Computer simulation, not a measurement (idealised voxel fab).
This section sets out a process module, namely voxel plated lines.
The cross-section shown here is cut; it is 290 nm wide and divided into square cells measuring 5 nm on a side.
Bands, listed from the top down, are how a cross-section gets written in this document; the cross-section itself is a grid of square cells, and a band is one or more rows of them. Look at the band entry: it leads with the top's height and the bottom's height in nm. Then it lists the materials left to right, with a width in nm for each. The word "edge to edge" on a single material says that material fills the band edge to edge. The word "air" is empty space. Counting heights begins at 0, where everything beneath is, in the wafer as received, one material. The lowest band has no bottom; it goes on downwards, as "from 0 down" shows. With a width like "30 to 40", each row of cells in the band differs from the next by the same amount, the top row carrying the first number and the bottom row the second. "no alterations made" for a step: no cell of the cross-section changed in that step. Under "Closed void roster" you'll find the enclosed gaps, the ones with no way out to the top, that are 8 cells or bigger; each reads width x height at distance, with distance counted from the left edge, everything in nm. On each step's line, the part that comes after the settings is the simulator's own comment on the step. Steps that use a mask can have "overlay nm" on their line. It says how far the mask sat to the right of where it was meant to be. Negative means to the left.

THE PROCESS STEPS THAT WERE PLANNED ARE LISTED BELOW
| 1 | RECEIVE with material Si |
| 2 | CONFORMAL_DEP with material SiN, thk nm 5 |
| 3 | DIRECTIONAL_DEP with material TiN, thk nm 5 |
| 4 | PATTERN with tone open, mask id LINES, material resist, width nm 15, pitch nm 40, thk nm 30, overlay nm 0 |
| 5 | EPI with material Ru, thk nm 10 |
| 6 | EPI with material Ru, thk nm 10 |
| 7 | STRIP with etch materials resist |
| 8 | DIRECTIONAL_ETCH with etch materials TiN, depth nm 5 |
| 9 | CONFORMAL_DEP with material SiO2, thk nm 5 |

HERE'S WHAT THE WAFER LOOKED LIKE IN CROSS-SECTION WHEN IT ARRIVED - THAT'S AFTER STEP 1
* from 0 down | Si edge to edge
* Closed void roster: none

FIRST OF TWO WAFERS, END-OF-MODULE SECTION, RUN FOLLOWED PLAN
* from 35 to 30 | 110 air, 25 SiO2, 15 air, 25 SiO2, 115 air
* from 30 to 10 | 110 air, 5 SiO2, 15 Ru, 5 SiO2, 15 air, 5 SiO2, 15 Ru, 5 SiO2, 115 air
* from 10 to 5 | 115 SiO2, 15 TiN, 25 SiO2, 15 TiN, 120 SiO2
* from 5 to 0 | SiN edge to edge
* from 0 down | Si edge to edge
* Closed void roster: none

CROSS-SECTION OF THE LATTER OF THE TWO WAFERS AT MODULE COMPLETION. IT HAD AN IDENTICAL START AND AN IDENTICAL PLAN TO THE FORMER; IN RUNNING IT, ONE MISTAKE WAS MADE
* from 35 to 30 | 100 air, 85 SiO2, 105 air
* from 30 to 25 | 100 air, 5 SiO2, 35 Ru, 5 SiO2, 35 Ru, 5 SiO2, 105 air
* from 25 to 20 | 105 SiO2, 35 Ru, 5 SiO2, 35 Ru, 110 SiO2
* from 20 to 10 | Ru edge to edge
* from 10 to 5 | TiN edge to edge
* from 5 to 0 | SiN edge to edge
* from 0 down | Si edge to edge
* Closed void roster: none
The mistake made against the process plan was this: steps 6 and 7 of the plan were run in the wrong order, each in the other's place
Count the cells at the end and the second wafer has more or fewer of some materials than the first: Ru: 120 more, SiO2: 14 fewer, TiN: 52 more
